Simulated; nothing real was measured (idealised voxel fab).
Presented below is a process module, voxel quadruple lines.
The width of the displayed cross-section, cut, is 175 nm; its cells are square, with a size of 5 nm.
Throughout this document, each cross-section is represented as a grid of square cells and is presented as a sequence of bands enumerated from the top downward, where a band comprises one or more rows of cells. Quick guide to a band line: top height, bottom height (nm) up front; then every material left to right with its width in nm. Only one material and it's marked "full width"? Then it fills the band edge to edge. And "air" just means empty space. A quick word on heights: they are counted from 0, and under that level the wafer as it came to us is one material throughout. The lowest band is different from the rest in having no bottom; it simply continues downward, written as in "0 nm and below". Graded width ("30 to 40"): value in top row of band = first number; value in bottom row = second number; row-to-row change constant. The cross-section has no changed cell in any step marked "same as before". "Sealed cavities" - sealed voids, min. 8 cells, no opening to top; format: width x height at distance (distance from left edge; nm throughout). What comes after the settings on a step's line is commentary from the simulator itself on that step. For masked steps, "overlay nm" on the step line gives how far right of plan the mask actually lay; a minus sign means it lay to the left.
-- Process steps - plan
- 1: RECEIVE,material Si
- 2: CONFORMAL_DEP,material SiO2,thk nm 10
- 3: DIRECTIONAL_DEP,material TiN,thk nm 15
- 4: DIRECTIONAL_DEP,material polySi,thk nm 20
- 5: DIRECTIONAL_DEP,material aC,thk nm 25
- 6: PATTERN,tone cover,mask id MANDREL,material resist,width nm 25,pitch nm 80,thk nm 30,overlay nm 0
- 7: DIRECTIONAL_ETCH,etch materials aC,depth nm 25
- 8: STRIP,etch materials resist
- 9: CONFORMAL_DEP,material SiO2,thk nm 15
- 10: DIRECTIONAL_ETCH,etch materials SiO2,depth nm 15
- 11: STRIP,etch materials aC
- 12: DIRECTIONAL_ETCH,etch materials polySi,depth nm 20
- 13: STRIP,etch materials SiO2
- 14: CONFORMAL_DEP,material SiN,thk nm 5
- 15: DIRECTIONAL_ETCH,etch materials SiN,depth nm 5
- 16: STRIP,etch materials polySi
- 17: DIRECTIONAL_ETCH,etch materials TiN,depth nm 15
- 18: STRIP,etch materials SiN
- 19: FILL_DEP,material lowk,thk nm 10
- 20: CMP,height nm 25
-- Cross-section, incoming material, after step 1
    0 nm and below: Si full width
    Sealed cavities: none
-- End-of-module XS, first of two wafers, run as planned
    25 nm to 10 nm: 15 lowk / 5 TiN / 15 lowk / 5 TiN / 15 lowk / 5 TiN / 15 lowk / 5 TiN / 15 lowk / 5 TiN / 15 lowk / 5 TiN / 15 lowk / 5 TiN / 15 lowk / 5 TiN / 15 lowk
    10 nm to 0 nm: SiO2 full width
    0 nm and below: Si full width
    Sealed cavities: none
-- Second wafer cross-section at end of module - shared start and plan with the first, one mistake in the run
    25 nm to 10 nm: 20 lowk / 5 TiN / 15 lowk / 5 TiN / 15 lowk / 5 TiN / 15 lowk / 5 TiN / 15 lowk / 5 TiN / 15 lowk / 5 TiN / 15 lowk / 5 TiN / 15 lowk / 5 TiN / 10 lowk
    10 nm to 0 nm: SiO2 full width
    0 nm and below: Si full width
    Sealed cavities: none
The mistake made against the process plan was this: rather than as planned, step 6 actually ran as PATTERN,tone cover,mask id MANDREL,material resist,width nm 25,pitch nm 80,thk nm 30,overlay nm 5
At the end, each material covers as many cells on the second wafer as it does on the first, though the cells it covers are elsewhere.
